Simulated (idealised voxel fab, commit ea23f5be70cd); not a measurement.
voxel gate over fins: a process module
Square cell edge 5 nm, section width 145 nm, ID cut.
In this document a cross-section is written as a grid of square cells. It is given as a series of bands, listed from the top down, and a band is one or more rows of cells.
Read a band's entry like this: the first values are the height of its top and the height of its bottom in nm, and what follows is the sequence of materials from left to right, each with its width in nm. Note that "air" is empty space, and that a single material marked "edge to edge" reaches across the band from edge to edge.
Note: height 0 marks the level under which the wafer is uniformly one material as received. Lowest band unbounded below, written "top 0, no bottom".
With a width like "30 to 40", each row of cells in the band differs from the next by the same amount, the top row carrying the first number and the bottom row the second.
Take "all unchanged" at face value: in the step it is given for, the cross-section changed in none of its cells.
Enclosed voids (no open way to top), threshold 8 cells or more, entry "Cavities, closed", notation width x height at distance, distance from left edge, nm.
after a step's settings: what the simulator itself notes on the step
"overlay nm", when on a step's line for a step with a mask, measures how far to the right of its planned place the mask lay; a negative measure means to the left.

-- Process steps - plan
- 1: RECEIVE | material Si
- 2: CONFORMAL_DEP | material SiN | thk nm 10
- 3: DIRECTIONAL_DEP | material aC | thk nm 10
- 4: PATTERN | tone cover | mask id FINS | material resist | width nm 15 | pitch nm 35 | thk nm 30 | overlay nm 0
- 5: DIRECTIONAL_ETCH | etch materials aC | depth nm 10
- 6: STRIP | etch materials resist
- 7: DIRECTIONAL_ETCH | etch materials SiN | depth nm 10
- 8: DIRECTIONAL_ETCH | etch materials Si | depth nm 40
- 9: STRIP | etch materials aC
- 10: OXIDIZE | depth nm 5
- 11: FILL_DEP | material SiO2 | thk nm 5
- 12: CMP | height nm 10
- 13: SELECTIVE_ETCH | etch materials SiO2 | depth nm 25
- 14: STRIP | etch materials SiN
- 15: CONFORMAL_DEP | material HfO2 | thk nm 5
- 16: CONFORMAL_DEP | material TiN | thk nm 5
- 17: CONFORMAL_DEP | material TiAl | thk nm 5
- 18: CONFORMAL_DEP | material TiN | thk nm 5
- 19: FILL_DEP | material W | thk nm 15
- 20: CMP | height nm 30
- 21: CONFORMAL_DEP | material SiCN | thk nm 5

-- First wafer of two (run as planned)

-- Cross-section of the wafer at receipt, which is the condition after step 1
* top 0, no bottom  Si edge to edge
* Cavities, closed: none

-- The wafer, seen in cross-section, after step 2
* top 10, bottom 0  SiN edge to edge
* Lower than 0, everything is as it was.

-- The wafer, seen in cross-section, after step 3
* top 20, bottom 10  aC edge to edge
* Lower than 10, everything is as it was.

-- The wafer, seen in cross-section, after step 4
* top 50, bottom 20  45 air, 15 resist, 20 air, 15 resist, 50 air
* Lower than 20, everything is as it was.

-- The wafer, seen in cross-section, after step 5
* top 40, bottom 20  45 air, 15 resist, 20 air, 15 resist, 50 air
* top 20, bottom 10  45 air, 15 aC, 20 air, 15 aC, 50 air
* Lower than 10, everything is as it was.

-- The wafer, seen in cross-section, after step 6
* top 20, bottom 10  45 air, 15 aC, 20 air, 15 aC, 50 air
* Lower than 10, everything is as it was.

-- The wafer, seen in cross-section, after step 7
* top 20, bottom 10  45 air, 15 aC, 20 air, 15 aC, 50 air
* top 10, bottom 0  45 air, 15 SiN, 20 air, 15 SiN, 50 air
* Lower than 0, everything is as it was.

-- The wafer, seen in cross-section, after step 8
* top 20, bottom 10  45 air, 15 aC, 20 air, 15 aC, 50 air
* top 10, bottom 0  45 air, 15 SiN, 20 air, 15 SiN, 50 air
* top 0, bottom -40  45 air, 15 Si, 20 air, 15 Si, 50 air
* Lower than -40, everything is as it was.

-- The wafer, seen in cross-section, after step 9
* top 10, bottom 0  45 air, 15 SiN, 20 air, 15 SiN, 50 air
* Lower than 0, everything is as it was.

-- The wafer, seen in cross-section, after step 10
* top 10, bottom 0  45 air, 15 SiN, 20 air, 15 SiN, 50 air
* top 0, bottom -40  45 air, 5 SiO2, 5 Si, 5 SiO2, 20 air, 5 SiO2, 5 Si, 5 SiO2, 50 air
* top -40, bottom -45  50 SiO2, 5 Si, 30 SiO2, 5 Si, 55 SiO2
* Lower than -45, everything is as it was.

-- The wafer, seen in cross-section, after step 11
* top 15, bottom 10  SiO2 edge to edge
* top 10, bottom 0  45 SiO2, 15 SiN, 20 SiO2, 15 SiN, 50 SiO2
* top 0, bottom -45  50 SiO2, 5 Si, 30 SiO2, 5 Si, 55 SiO2
* Lower than -45, everything is as it was.

-- The wafer, seen in cross-section, after step 12
* top 10, bottom 0  45 SiO2, 15 SiN, 20 SiO2, 15 SiN, 50 SiO2
* Lower than 0, everything is as it was.

-- The wafer, seen in cross-section, after step 13
* top 10, bottom 0  45 air, 15 SiN, 20 air, 15 SiN, 50 air
* top 0, bottom -15  50 air, 5 Si, 30 air, 5 Si, 55 air
* Lower than -15, everything is as it was.

-- The wafer, seen in cross-section, after step 14
* top 0, bottom -15  50 air, 5 Si, 30 air, 5 Si, 55 air
* Lower than -15, everything is as it was.

-- The wafer, seen in cross-section, after step 15
* top 5, bottom 0  45 air, 15 HfO2, 20 air, 15 HfO2, 50 air
* top 0, bottom -10  45 air, 5 HfO2, 5 Si, 5 HfO2, 20 air, 5 HfO2, 5 Si, 5 HfO2, 50 air
* top -10, bottom -15  50 HfO2, 5 Si, 30 HfO2, 5 Si, 55 HfO2
* Lower than -15, everything is as it was.

-- The wafer, seen in cross-section, after step 16
* top 10, bottom 5  40 air, 25 TiN, 10 air, 25 TiN, 45 air
* top 5, bottom 0  40 air, 5 TiN, 15 HfO2, 5 TiN, 10 air, 5 TiN, 15 HfO2, 5 TiN, 45 air
* top 0, bottom -5  40 air, 5 TiN, 5 HfO2, 5 Si, 5 HfO2, 5 TiN, 10 air, 5 TiN, 5 HfO2, 5 Si, 5 HfO2, 5 TiN, 45 air
* top -5, bottom -10  45 TiN, 5 HfO2, 5 Si, 5 HfO2, 20 TiN, 5 HfO2, 5 Si, 5 HfO2, 50 TiN
* Lower than -10, everything is as it was.

-- The wafer, seen in cross-section, after step 17
* top 15, bottom 10  35 air, 70 TiAl, 40 air
* top 10, bottom 5  35 air, 5 TiAl, 25 TiN, 10 TiAl, 25 TiN, 5 TiAl, 40 air
* top 5, bottom 0  35 air, 5 TiAl, 5 TiN, 15 HfO2, 5 TiN, 10 TiAl, 5 TiN, 15 HfO2, 5 TiN, 5 TiAl, 40 air
* top 0, bottom -5  40 TiAl, 5 TiN, 5 HfO2, 5 Si, 5 HfO2, 5 TiN, 10 TiAl, 5 TiN, 5 HfO2, 5 Si, 5 HfO2, 5 TiN, 45 TiAl
* Lower than -5, everything is as it was.

-- The wafer, seen in cross-section, after step 18
* top 20, bottom 15  30 air, 80 TiN, 35 air
* top 15, bottom 10  30 air, 5 TiN, 70 TiAl, 5 TiN, 35 air
* top 10, bottom 5  30 air, 5 TiN, 5 TiAl, 25 TiN, 10 TiAl, 25 TiN, 5 TiAl, 5 TiN, 35 air
* top 5, bottom 0  35 TiN, 5 TiAl, 5 TiN, 15 HfO2, 5 TiN, 10 TiAl, 5 TiN, 15 HfO2, 5 TiN, 5 TiAl, 40 TiN
* Lower than 0, everything is as it was.

-- The wafer, seen in cross-section, after step 19
* top 35, bottom 20  W edge to edge
* top 20, bottom 15  30 W, 80 TiN, 35 W
* top 15, bottom 10  30 W, 5 TiN, 70 TiAl, 5 TiN, 35 W
* top 10, bottom 5  30 W, 5 TiN, 5 TiAl, 25 TiN, 10 TiAl, 25 TiN, 5 TiAl, 5 TiN, 35 W
* Lower than 5, everything is as it was.

-- The wafer, seen in cross-section, after step 20
* top 30, bottom 20  W edge to edge
* Lower than 20, everything is as it was.

-- The wafer, seen in cross-section, after step 21
* top 35, bottom 30  SiCN edge to edge
* Lower than 30, everything is as it was.

-- Second wafer, same starting conditions and recipe as the first, one mistake in executing it, nothing differs from the first up to and including step 3

-- What the second wafer looks like in cross-section when step 4 should have wrapped up
* top 50, bottom 20  40 air, 15 resist, 20 air, 15 resist, 55 air
* Lower than 20, everything is as it was.

-- What the second wafer looks like in cross-section when step 5 should have wrapped up
* top 40, bottom 20  40 air, 15 resist, 20 air, 15 resist, 55 air
* top 20, bottom 10  40 air, 15 aC, 20 air, 15 aC, 55 air
* Lower than 10, everything is as it was.

-- What the second wafer looks like in cross-section when step 6 should have wrapped up
* top 20, bottom 10  40 air, 15 aC, 20 air, 15 aC, 55 air
* Lower than 10, everything is as it was.

-- What the second wafer looks like in cross-section when step 7 should have wrapped up
* top 20, bottom 10  40 air, 15 aC, 20 air, 15 aC, 55 air
* top 10, bottom 0  40 air, 15 SiN, 20 air, 15 SiN, 55 air
* Lower than 0, everything is as it was.

-- What the second wafer looks like in cross-section when step 8 should have wrapped up
* top 20, bottom 10  40 air, 15 aC, 20 air, 15 aC, 55 air
* top 10, bottom 0  40 air, 15 SiN, 20 air, 15 SiN, 55 air
* top 0, bottom -40  40 air, 15 Si, 20 air, 15 Si, 55 air
* Lower than -40, everything is as it was.

-- What the second wafer looks like in cross-section when step 9 should have wrapped up
* top 10, bottom 0  40 air, 15 SiN, 20 air, 15 SiN, 55 air
* Lower than 0, everything is as it was.

-- What the second wafer looks like in cross-section when step 10 should have wrapped up
* top 10, bottom 0  40 air, 15 SiN, 20 air, 15 SiN, 55 air
* top 0, bottom -40  40 air, 5 SiO2, 5 Si, 5 SiO2, 20 air, 5 SiO2, 5 Si, 5 SiO2, 55 air
* top -40, bottom -45  45 SiO2, 5 Si, 30 SiO2, 5 Si, 60 SiO2
* Lower than -45, everything is as it was.

-- What the second wafer looks like in cross-section when step 11 should have wrapped up
* top 15, bottom 10  SiO2 edge to edge
* top 10, bottom 0  40 SiO2, 15 SiN, 20 SiO2, 15 SiN, 55 SiO2
* top 0, bottom -45  45 SiO2, 5 Si, 30 SiO2, 5 Si, 60 SiO2
* Lower than -45, everything is as it was.

-- What the second wafer looks like in cross-section when step 12 should have wrapped up
* top 10, bottom 0  40 SiO2, 15 SiN, 20 SiO2, 15 SiN, 55 SiO2
* Lower than 0, everything is as it was.

-- What the second wafer looks like in cross-section when step 13 should have wrapped up
* top 10, bottom 0  40 air, 15 SiN, 20 air, 15 SiN, 55 air
* top 0, bottom -15  45 air, 5 Si, 30 air, 5 Si, 60 air
* Lower than -15, everything is as it was.

-- What the second wafer looks like in cross-section when step 14 should have wrapped up
* top 0, bottom -15  45 air, 5 Si, 30 air, 5 Si, 60 air
* Lower than -15, everything is as it was.

-- What the second wafer looks like in cross-section when step 15 should have wrapped up
* top 5, bottom 0  40 air, 15 HfO2, 20 air, 15 HfO2, 55 air
* top 0, bottom -10  40 air, 5 HfO2, 5 Si, 5 HfO2, 20 air, 5 HfO2, 5 Si, 5 HfO2, 55 air
* top -10, bottom -15  45 HfO2, 5 Si, 30 HfO2, 5 Si, 60 HfO2
* Lower than -15, everything is as it was.

-- What the second wafer looks like in cross-section when step 16 should have wrapped up
* top 10, bottom 5  35 air, 25 TiN, 10 air, 25 TiN, 50 air
* top 5, bottom 0  35 air, 5 TiN, 15 HfO2, 5 TiN, 10 air, 5 TiN, 15 HfO2, 5 TiN, 50 air
* top 0, bottom -5  35 air, 5 TiN, 5 HfO2, 5 Si, 5 HfO2, 5 TiN, 10 air, 5 TiN, 5 HfO2, 5 Si, 5 HfO2, 5 TiN, 50 air
* top -5, bottom -10  40 TiN, 5 HfO2, 5 Si, 5 HfO2, 20 TiN, 5 HfO2, 5 Si, 5 HfO2, 55 TiN
* Lower than -10, everything is as it was.

-- What the second wafer looks like in cross-section when step 17 should have wrapped up
* top 15, bottom 10  30 air, 70 TiAl, 45 air
* top 10, bottom 5  30 air, 5 TiAl, 25 TiN, 10 TiAl, 25 TiN, 5 TiAl, 45 air
* top 5, bottom 0  30 air, 5 TiAl, 5 TiN, 15 HfO2, 5 TiN, 10 TiAl, 5 TiN, 15 HfO2, 5 TiN, 5 TiAl, 45 air
* top 0, bottom -5  35 TiAl, 5 TiN, 5 HfO2, 5 Si, 5 HfO2, 5 TiN, 10 TiAl, 5 TiN, 5 HfO2, 5 Si, 5 HfO2, 5 TiN, 50 TiAl
* Lower than -5, everything is as it was.

-- What the second wafer looks like in cross-section when step 18 should have wrapped up
* top 20, bottom 15  25 air, 80 TiN, 40 air
* top 15, bottom 10  25 air, 5 TiN, 70 TiAl, 5 TiN, 40 air
* top 10, bottom 5  25 air, 5 TiN, 5 TiAl, 25 TiN, 10 TiAl, 25 TiN, 5 TiAl, 5 TiN, 40 air
* top 5, bottom 0  30 TiN, 5 TiAl, 5 TiN, 15 HfO2, 5 TiN, 10 TiAl, 5 TiN, 15 HfO2, 5 TiN, 5 TiAl, 45 TiN
* Lower than 0, everything is as it was.

-- What the second wafer looks like in cross-section when step 19 should have wrapped up
* top 35, bottom 20  W edge to edge
* top 20, bottom 15  25 W, 80 TiN, 40 W
* top 15, bottom 10  25 W, 5 TiN, 70 TiAl, 5 TiN, 40 W
* top 10, bottom 5  25 W, 5 TiN, 5 TiAl, 25 TiN, 10 TiAl, 25 TiN, 5 TiAl, 5 TiN, 40 W
* Lower than 5, everything is as it was.

-- What the second wafer looks like in cross-section when step 20 should have wrapped up
* top 30, bottom 20  W edge to edge
* Lower than 20, everything is as it was.

-- What the second wafer looks like in cross-section when step 21 should have wrapped up
* top 35, bottom 30  SiCN edge to edge
* Lower than 30, everything is as it was.
Plan not followed: step 4 was run on a setting that differed from the plan, and what really ran there is PATTERN | tone cover | mask id FINS | material resist | width nm 15 | pitch nm 35 | thk nm 30 | overlay nm -5
At the end, each material covers as many cells on the second wafer as it does on the first, though the cells it covers are elsewhere.
